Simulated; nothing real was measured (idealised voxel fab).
process module | voxel ribs on slabs
cross-section cut | 245 nm wide | cells 5 nm
A cross-section is a grid of square cells, given in bands from the top down. A band is one or more rows of cells.
Each band's line starts with the height of the band's top and of its bottom, in nm. Then come its materials from left to right, each with its width in nm. One material with "throughout" fills the band from edge to edge. "air" is empty space.
Height 0 is the level under which the wafer as received is all one material. The lowest band goes on downwards, as in "0 down".
A width such as "30 to 40" changes by the same amount from each row of cells to the next, from the band's top row to its bottom row.
"no change" after a step means that no cell of the cross-section changed.
closed voids: empty space of 8 cells or more with no open way to the top, each as width x height at its distance from the left edge, in nm
after a step's settings: what the simulator itself notes on the step
overlay nm, on a step with a mask: how far to the right of its planned place the mask lay; to the left if negative
plan
1 op RECEIVE | material Si
2 op DIRECTIONAL_DEP | material SiO2 | thk nm 25
3 op DIRECTIONAL_DEP | material SiN | thk nm 25
4 op DIRECTIONAL_DEP | material aC | thk nm 15
5 op PATTERN | tone cover | mask id RIB | material resist | width nm 15 | thk nm 30 | overlay nm 0
6 op DIRECTIONAL_ETCH | etch materials aC | depth nm 15
7 op STRIP | etch materials resist
8 op DIRECTIONAL_ETCH | etch materials SiN | depth nm 5
9 op STRIP | etch materials aC
10 op MASKED_ETCH | tone cover | mask id SLAB | width nm 55 | etch materials SiN | depth nm 20 | overlay nm 0
11 op FILL_DEP | material SiO2 | thk nm 20
12 op CMP | height nm 65
13 op DIRECTIONAL_DEP | material TiN | thk nm 10
14 op PATTERN | tone cover | mask id HEATER | material resist | width nm 25 | thk nm 15 | overlay nm 0
15 op DIRECTIONAL_ETCH | etch materials TiN | depth nm 10
16 op STRIP | etch materials resist
17 op CONFORMAL_DEP | material SiN | thk nm 10
as received, after step 1
  0 down: Si throughout
  closed voids: none
first wafer at the end, as planned
  85 to 75: air 100 | SiN 45 | air 100
  75 to 65: SiN 110 | TiN 25 | SiN 110
  65 to 50: SiO2 throughout
  50 to 45: SiO2 115 | SiN 15 | SiO2 115
  45 to 25: SiO2 95 | SiN 55 | SiO2 95
  25 to 0: SiO2 throughout
  0 down: Si throughout
  closed voids: none
second wafer at the end: like start, like plan, one mistake
  85 to 75: air 100 | SiN 45 | air 100
  75 to 65: SiN 110 | TiN 25 | SiN 110
  65 to 50: SiO2 throughout
  50 to 45: SiO2 115 | SiN 15 | SiO2 115
  45 to 30: SiO2 95 | SiN 55 | SiO2 95
  30 to 25: SiN throughout
  25 to 0: SiO2 throughout
  0 down: Si throughout
  closed voids: none
what went wrong: step 10 ran as: op MASKED_ETCH | tone cover | mask id SLAB | width nm 55 | etch materials SiN | depth nm 15 | overlay nm 0
at the end the second wafer has, in cells: 38 more of SiN | 38 fewer of SiO2
